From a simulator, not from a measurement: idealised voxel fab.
process module | voxel self aligned contacts
Cross-sectional view cut (width: 205 nm; square cell size: 5 nm).
A cross-section is a grid of square cells, given in bands from the top down. A band is one or more rows of cells.
Heights first: top, then bottom, in nm. Then materials, left to right, each with a width in nm. "throughout" on a single material: fills the band edge to edge. "empty": empty space.
Zero point of the height axis is 0; under it, received wafer = one material. Lowest band: continues down indefinitely, "z 0 and below".
Note: "30 to 40" means the width goes from the first number (top row of the band) to the second number (bottom row) in equal steps per row of cells.
"stayed the same" means the step left every cell of the cross-section as it was.
Look at "Sealed-off cavities" for the closed voids: empty spaces with no open path to the top, sized 8 cells or up. Each is width x height at distance, distance from the left edge, all nm.
Read whatever lies past the settings on a step's line as the simulator's own remark about the step.
Among the settings permitted on a step's line is "overlay nm"; applied to a step with a mask, it specifies the extent to which the mask lay to the right of its planned position, whereas a negative figure signifies a position to the left.
-- Steps planned for the process
| 1 | op RECEIVE | material Si |
| 2 | op OXIDIZE | depth nm 5 |
| 3 | op DIRECTIONAL_DEP | material polySi | thk nm 20 |
| 4 | op DIRECTIONAL_DEP | material SiN | thk nm 20 |
| 5 | op PATTERN | tone cover | mask id GATE | material resist | width nm 35 | pitch nm 65 | thk nm 20 | overlay nm 0 |
| 6 | op DIRECTIONAL_ETCH | etch materials SiN | depth nm 20 |
| 7 | op DIRECTIONAL_ETCH | etch materials polySi | depth nm 20 |
| 8 | op STRIP | etch materials resist |
| 9 | op CONFORMAL_DEP | material SiN | thk nm 5 |
| 10 | op DIRECTIONAL_ETCH | etch materials SiN | depth nm 5 |
| 11 | op FILL_DEP | material SiO2 | thk nm 15 |
| 12 | op CMP | height nm 50 |
| 13 | op PATTERN | tone open | mask id CONTACT | material resist | width nm 40 | pitch nm 65 | thk nm 15 | overlay nm 0 |
| 14 | op DIRECTIONAL_ETCH | etch materials SiO2 | depth nm 55 |
| 15 | op STRIP | etch materials resist |
| 16 | op CONFORMAL_DEP | material TiN | thk nm 5 |
| 17 | op FILL_DEP | material W | thk nm 5 |
| 18 | op CMP | height nm 50 |
| 19 | op CONFORMAL_DEP | material SiN | thk nm 5 |
-- Delivered wafer in cross-section: state after step 1
> z 0 and below  Si throughout
> Sealed-off cavities: none
-- End-of-module XS, first of two wafers, run as planned
> z 55 to 50  SiN throughout
> z 50 to 40  SiO2 (50), TiN (5 to 15), W (30 to 10), TiN (5 to 15), SiO2 (25), TiN (5 to 15), W (30 to 10), TiN (5 to 15), SiO2 (50)
> z 40 to 20  SiO2 (15), SiN (45), TiN (5), W (10), TiN (5), SiN (45), TiN (5), W (10), TiN (5), SiN (45), SiO2 (15)
> z 20 to 0  SiO2 (15), SiN (5), polySi (35), SiN (5), TiN (5), W (10), TiN (5), SiN (5), polySi (35), SiN (5), TiN (5), W (10), TiN (5), SiN (5), polySi (35), SiN (5), SiO2 (15)
> z 0 to -5  SiO2 (60), TiN (20), SiO2 (45), TiN (20), SiO2 (60)
> z -5 and below  Si throughout
> Sealed-off cavities: none
-- End-of-module cross-section of the second wafer: identical starting point and process plan to the first, with one processing mistake
> z 55 to 50  SiN throughout
> z 50 to 40  SiO2 (55), TiN (5 to 10), W (20 to 10), TiN (5 to 10), SiO2 (35), TiN (5 to 10), W (20 to 10), TiN (5 to 10), SiO2 (55)
> z 40 to 20  SiO2 (15), SiN (45), TiN (5), W (10), TiN (5), SiN (45), TiN (5), W (10), TiN (5), SiN (45), SiO2 (15)
> z 20 to 0  SiO2 (15), SiN (5), polySi (35), SiN (5), TiN (5), W (10), TiN (5), SiN (5), polySi (35), SiN (5), TiN (5), W (10), TiN (5), SiN (5), polySi (35), SiN (5), SiO2 (15)
> z 0 to -5  SiO2 (60), TiN (20), SiO2 (45), TiN (20), SiO2 (60)
> z -5 and below  Si throughout
> Sealed-off cavities: none
Finding, execution versus plan: step 13 deviated from plan and actually ran as op PATTERN | tone open | mask id CONTACT | material resist | width nm 30 | pitch nm 65 | thk nm 15 | overlay nm 0
Count the cells at the end and the second wafer has more or fewer of some materials than the first: 8 more of SiO2, 4 fewer of TiN, 4 fewer of W
